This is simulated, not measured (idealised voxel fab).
The following is a process module called voxel released beams.
Cross-section cut: width 175 nm, square cells of 5 nm.
A cross-section is written here as square cells arranged in a grid, and it is given in bands from the top down, each band taking up one or more rows of cells.
For a band, the entry starts with two heights in nm, that of the top and then that of the bottom, and carries on with the band's materials in order from left to right, each alongside its width in nm; the word "edge to edge" beside a single material means it fills the band edge to edge, and "empty" means empty space.
Height is counted from the level 0, under which the received wafer is composed throughout of one material. The lowest of the bands is not closed at the bottom but continues downward, in the notation "0 -> down".
Top row gets the first number, bottom row gets the second, and each row in between changes by the same step: that is how a band width like "30 to 40" works.
The designation "nothing changed", where it is given for a processing step, indicates that no cell of the cross-section was altered in the course of that step.
Reported under the label "Enclosed empty spaces" are the empty spaces having no open way to the top and comprising 8 cells or more; the notation for each is width x height at distance, in which the distance is measured from the left edge and all three values are in nm.
Heads up: the bit after the settings on a step's line is the simulator's remark on that step.
The optional step-line setting "overlay nm" applies to steps with a mask and quantifies how far to the right of its planned location the mask lay, a negative value indicating leftward placement.
Here's what the planned process steps look like
- 1: RECEIVE with material Si
- 2: CONFORMAL_DEP with material SiN, thk nm 5
- 3: DIRECTIONAL_DEP with material SiO2, thk nm 15
- 4: PATTERN with tone open, mask id ANCHOR, material resist, width nm 25, thk nm 15, overlay nm 0
- 5: DIRECTIONAL_ETCH with etch materials SiO2, depth nm 15
- 6: STRIP with etch materials resist
- 7: CONFORMAL_DEP with material TiN, thk nm 10
- 8: DIRECTIONAL_DEP with material aC, thk nm 15
- 9: PATTERN with tone cover, mask id BEAM, material resist, width nm 95, thk nm 30, overlay nm 0
- 10: DIRECTIONAL_ETCH with etch materials aC, depth nm 15
- 11: STRIP with etch materials resist
- 12: DIRECTIONAL_ETCH with etch materials TiN, depth nm 10
- 13: STRIP with etch materials aC
- 14: STRIP with etch materials SiO2
First of two wafers, with the run carried out as planned
Wafer cross-section on receipt, i.e. after step 1
- 0 -> down | Si edge to edge
- Enclosed empty spaces: none
Cross-section of the wafer after step 2
- 5 -> 0 | SiN edge to edge
- Everything below 0 is unchanged.
Cross-section of the wafer after step 3
- 20 -> 5 | SiO2 edge to edge
- Everything below 5 is unchanged.
Cross-section of the wafer after step 4
- 35 -> 20 | 40 resist | 25 empty | 110 resist
- Everything below 20 is unchanged.
Cross-section of the wafer after step 5
- 35 -> 20 | 40 resist | 25 empty | 110 resist
- 20 -> 5 | 40 SiO2 | 25 empty | 110 SiO2
- Everything below 5 is unchanged.
Cross-section of the wafer after step 6
- 20 -> 5 | 40 SiO2 | 25 empty | 110 SiO2
- Everything below 5 is unchanged.
Cross-section of the wafer after step 7
- 30 -> 20 | 50 TiN | 5 empty | 120 TiN
- 20 -> 15 | 40 SiO2 | 10 TiN | 5 empty | 10 TiN | 110 SiO2
- 15 -> 5 | 40 SiO2 | 25 TiN | 110 SiO2
- Everything below 5 is unchanged.
Cross-section of the wafer after step 8
- 45 -> 30 | 50 aC | 5 empty | 120 aC
- 30 -> 20 | 50 TiN | 5 aC | 120 TiN
- 20 -> 15 | 40 SiO2 | 10 TiN | 5 aC | 10 TiN | 110 SiO2
- Everything below 15 is unchanged.
Cross-section of the wafer after step 9
- 75 -> 45 | 35 empty | 95 resist | 45 empty
- 45 -> 30 | 50 aC | 5 resist | 120 aC
- Everything below 30 is unchanged.
Cross-section of the wafer after step 10
- 60 -> 45 | 35 empty | 95 resist | 45 empty
- 45 -> 30 | 35 empty | 15 aC | 5 resist | 75 aC | 45 empty
- Everything below 30 is unchanged.
Cross-section of the wafer after step 11
- 45 -> 30 | 35 empty | 15 aC | 5 empty | 75 aC | 45 empty
- Everything below 30 is unchanged.
Cross-section of the wafer after step 12
- 45 -> 30 | 35 empty | 15 aC | 5 empty | 75 aC | 45 empty
- 30 -> 20 | 35 empty | 15 TiN | 5 aC | 75 TiN | 45 empty
- Everything below 20 is unchanged.
Cross-section of the wafer after step 13
- 30 -> 20 | 35 empty | 15 TiN | 5 empty | 75 TiN | 45 empty
- 20 -> 15 | 40 SiO2 | 10 TiN | 5 empty | 10 TiN | 110 SiO2
- Everything below 15 is unchanged.
Cross-section of the wafer after step 14
- 30 -> 20 | 35 empty | 15 TiN | 5 empty | 75 TiN | 45 empty
- 20 -> 15 | 40 empty | 10 TiN | 5 empty | 10 TiN | 110 empty
- 15 -> 5 | 40 empty | 25 TiN | 110 empty
- Everything below 5 is unchanged.
Wafer two. Identical start, identical plan. One mistake in execution. Identical history through step 13
Cross-section of the second wafer at the time step 14 of the plan should have ended
- 30 -> 20 | 35 empty | 15 TiN | 5 empty | 75 TiN | 45 empty
- 20 -> 15 | 40 empty | 10 TiN | 5 empty | 10 TiN | 110 empty
- 15 -> 5 | 40 empty | 25 TiN | 110 empty
- Everything below 5 is unchanged.
What was done differently from what was planned? heads up, step 14 of the plan got done twice
The mistake has no effect on what this model computes, because the two wafers end with the same cross-section.
